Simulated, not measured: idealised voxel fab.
This section sets out a process module, namely voxel tone inversion.
Shown is cross-section cut, with a width of 260 nm and square cells of size 5 nm.
A cross-section in this document is a grid of square cells, and it is written down as bands, the top band listed before the ones below it; a band is made up of one or more rows of cells.
In this notation a band is specified by the heights of its top and bottom, in that order and in nm, after which its materials appear from left to right, each paired with its width in nm. The word "all across" attached to a single material means that material fills the band from edge to edge; the word "blank" stands for empty space.
Basically, 0 is our baseline, since under it the wafer straight out of the box is all one material. The bottom band has no lower end and keeps on going down, so it looks like "0 and below".
The expression "30 to 40" gives the width at the extremes of the band, the first number at its top row of cells and the second at its bottom row, with the width changing by equal amounts from each row to the next in between.
The designation "left unchanged", where it is given for a processing step, indicates that no cell of the cross-section was altered in the course of that step.
Closed empty spaces (no open way to the top) of 8 cells or more are what "Fully closed voids" lists, each as width x height at distance from the left edge, nm for all three.
Anything after a step's settings on that line? It's the simulator's own note about the step.
overlay nm: where the mask lay relative to plan, measured to the right, on steps with a mask; negatives go left.
List of planned process steps:
- 1: RECEIVE: material Si
- 2: CONFORMAL_DEP: material SiCN, thk nm 10
- 3: DIRECTIONAL_DEP: material polySi, thk nm 25
- 4: PATTERN: tone cover, mask id POSTS, material resist, width nm 20, pitch nm 45, thk nm 30, overlay nm 0
- 5: DIRECTIONAL_ETCH: etch materials polySi, depth nm 25
- 6: STRIP: etch materials resist
- 7: FILL_DEP: material lowk, thk nm 10
- 8: CMP: height nm 35
- 9: STRIP: etch materials polySi
Cross-section of the wafer upon arrival, representing the state reached after step 1:
	0 and below = Si all across
	Fully closed voids: none
First of two wafers at the end of the module, shown in cross-section; run carried out as planned:
	35 down to 10 = lowk=50 | blank=20 | lowk=25 | blank=20 | lowk=25 | blank=20 | lowk=25 | blank=20 | lowk=55
	10 down to 0 = SiCN all across
	0 and below = Si all across
	Fully closed voids: none
Second wafer of the two, sectioned at the end of the module. It began like the first and followed the same plan, but one mistake was made while running it:
	35 down to 25 = lowk all across
	25 down to 0 = lowk=50 | polySi=20 | lowk=25 | polySi=20 | lowk=25 | polySi=20 | lowk=25 | polySi=20 | lowk=55
	0 and below = Si all across
	Fully closed voids: none
Plan not followed: step 2 of the plan got skipped, so it never ran
Looking at both finished wafers in cells, the second ends up ahead of or behind the first on some materials: -104 SiCN; +104 lowk; +80 polySi
